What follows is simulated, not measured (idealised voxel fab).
Title: Process Module voxel released beams
Cross-section cut spans 185 nm and uses square cells 5 nm in size.
Format of a cross-section: grid, square cells. Given as bands. Order: top down. Band: one or more rows of cells. For a band, the entry starts with two heights in nm, that of the top and then that of the bottom, and carries on with the band's materials in order from left to right, each alongside its width in nm; the word "all across" beside a single material means it fills the band edge to edge, and "air" means empty space. Height 0 is the level under which the wafer as received is all one material. The lowest band goes on downwards, as in "0 -> down". So if you see something like "30..40" for the width, read it as the top row of the band sitting at the first number and the bottom row at the second, with every row in between moving by the same amount as the last. Take "remains unaltered" at face value: in the step it is given for, the cross-section changed in none of its cells. Under "Sealed-off cavities" you'll find the enclosed gaps, the ones with no way out to the top, that are 8 cells or bigger; each reads width x height at distance, with distance counted from the left edge, everything in nm. Whatever follows a step's settings on its line is a remark the simulator itself makes about that step. The line of a step may include "overlay nm". On a step with a mask, this value is how far to the right of its planned place the mask lay. A negative value means the mask lay to the left.
[These are the steps we planned for the process]
1) RECEIVE: material Si
2) CONFORMAL_DEP: material SiN, thk nm 10
3) DIRECTIONAL_DEP: material SiO2, thk nm 10
4) PATTERN: tone open, mask id ANCHOR, material resist, width nm 25, thk nm 15, overlay nm 0
5) DIRECTIONAL_ETCH: etch materials SiO2, depth nm 10
6) STRIP: etch materials resist
7) CONFORMAL_DEP: material TiN, thk nm 10
8) MASKED_ETCH: tone cover, mask id BEAM, width nm 95, etch materials TiN, depth nm 10, overlay nm -15
9) STRIP: etch materials SiO2
All wafers enter the flow in the same state. The overlay nm at step 8 differs from wafer to wafer, and the plan gives the value for the first wafer.
[The first of several wafers, as received after step 1, seen in section]
0 -> down  Si all across
Sealed-off cavities: none
[Per wafer (row), end of module: delta in cells per material since receipt, (+) for gained, (-) for lost; closed voids after that]
overlay nm -15; +74 SiN; +46 TiN; Sealed-off cavities: none
overlay nm -10; +74 SiN; +46 TiN; Sealed-off cavities: none
overlay nm -5; +74 SiN; +46 TiN; Sealed-off cavities: none
overlay nm 0; +74 SiN; +46 TiN; Sealed-off cavities: none
overlay nm 5; +74 SiN; +46 TiN; Sealed-off cavities: none
overlay nm 10; +74 SiN; +46 TiN; Sealed-off cavities: none
overlay nm 15; +74 SiN; +46 TiN; Sealed-off cavities: none
